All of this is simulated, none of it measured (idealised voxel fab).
The following is a process module called voxel wiring stack.
In the cross-section labelled cut, the width is 240 nm and each square cell is 5 nm.
In what follows, cross-sections appear as grids of square cells, described through bands that run from the top down, where every band is one or more rows of cells.
The band entry comprises the height of the band's top followed by the height of its bottom, expressed in nm, and subsequently the band's materials from left to right, each stated together with its width in nm. Where a single material is marked with the word "full width", that material fills the band from edge to edge. The word "air" represents empty space.
A quick word on heights: they are counted from 0, and under that level the wafer as it came to us is one material throughout. The lowest band is different from the rest in having no bottom; it simply continues downward, written as in "0 -> down".
So if you see something like "30->40" for the width, read it as the top row of the band sitting at the first number and the bottom row at the second, with every row in between moving by the same amount as the last.
The cross-section has no changed cell in any step marked "same as before".
Entry "Unvented cavities" = empty spaces >= 8 cells with no open way to the top; each as width x height at distance, distance from left edge, all nm.
What comes after the settings on a step's line is commentary from the simulator itself on that step.
"overlay nm" denotes, for a step that has a mask, the displacement of the mask to the right of its planned place, with negative values corresponding to the left.

Planned process steps:
step 1: RECEIVE,material Si
step 2: CONFORMAL_DEP,material SiO2,thk nm 15
step 3: DIRECTIONAL_DEP,material TiN,thk nm 5
step 4: DIRECTIONAL_DEP,material W,thk nm 20
step 5: DIRECTIONAL_DEP,material aC,thk nm 15
step 6: PATTERN,tone cover,mask id METAL_1,material resist,width nm 20,pitch nm 40,thk nm 35,overlay nm 0
step 7: DIRECTIONAL_ETCH,etch materials aC,depth nm 15
step 8: STRIP,etch materials resist
step 9: DIRECTIONAL_ETCH,etch materials W,depth nm 20
step 10: DIRECTIONAL_ETCH,etch materials TiN,depth nm 5
step 11: STRIP,etch materials aC
step 12: CONFORMAL_DEP,material SiCN,thk nm 5
step 13: FILL_DEP,material lowk,thk nm 5
step 14: CMP,height nm 40
step 15: CONFORMAL_DEP,material SiCN,thk nm 5
step 16: DIRECTIONAL_DEP,material lowk,thk nm 20
step 17: DIRECTIONAL_DEP,material aC,thk nm 15
step 18: PATTERN,tone open,mask id PLUG_1,material resist,width nm 15,pitch nm 40,thk nm 30,overlay nm -15
step 19: DIRECTIONAL_ETCH,etch materials aC,depth nm 15
step 20: STRIP,etch materials resist
step 21: DIRECTIONAL_ETCH,etch materials lowk,depth nm 20
step 22: DIRECTIONAL_ETCH,etch materials SiCN,depth nm 5
step 23: STRIP,etch materials aC
step 24: EPI,material Ru,thk nm 10
step 25: EPI,material Ru,thk nm 10
step 26: EPI,material Ru,thk nm 5
step 27: DIRECTIONAL_DEP,material TiN,thk nm 5
step 28: DIRECTIONAL_DEP,material Ru,thk nm 15
step 29: DIRECTIONAL_DEP,material aC,thk nm 10
step 30: PATTERN,tone cover,mask id METAL_2,material resist,width nm 20,pitch nm 40,thk nm 30,overlay nm 0
step 31: DIRECTIONAL_ETCH,etch materials aC,depth nm 10
step 32: STRIP,etch materials resist
step 33: DIRECTIONAL_ETCH,etch materials Ru,depth nm 15
step 34: DIRECTIONAL_ETCH,etch materials TiN,depth nm 5
step 35: STRIP,etch materials aC
step 36: FILL_DEP,material SiO2,thk nm 10
step 37: CMP,height nm 85
step 38: CONFORMAL_DEP,material SiN,thk nm 5
Wafers differ in overlay nm at step 18; plan lists the first wafer's value; identical starting state.

Step 1 complete: as-received cross-section of the first of several wafers:
  0 -> down  Si full width
  Unvented cavities: none

Per wafer, end of module: cells gained (+) or lost (-) per material since receipt, then closed voids:
overlay nm -15 | +48 Ru | +100 SiCN | +48 SiN | +332 SiO2 | +32 TiN | +64 W | +240 lowk | Unvented cavities: none
overlay nm -10 | +108 Ru | +100 SiCN | +48 SiN | +272 SiO2 | +32 TiN | +64 W | +240 lowk | Unvented cavities: none
overlay nm -5 | +108 Ru | +100 SiCN | +48 SiN | +272 SiO2 | +32 TiN | +64 W | +240 lowk | Unvented cavities: none
overlay nm 0 | +108 Ru | +100 SiCN | +48 SiN | +272 SiO2 | +32 TiN | +64 W | +240 lowk | Unvented cavities: none
overlay nm 5 | +108 Ru | +100 SiCN | +48 SiN | +272 SiO2 | +32 TiN | +64 W | +240 lowk | Unvented cavities: none
overlay nm 10 | +108 Ru | +100 SiCN | +48 SiN | +272 SiO2 | +32 TiN | +64 W | +240 lowk | Unvented cavities: none
overlay nm 15 | +108 Ru | +100 SiCN | +48 SiN | +272 SiO2 | +32 TiN | +64 W | +240 lowk | Unvented cavities: none
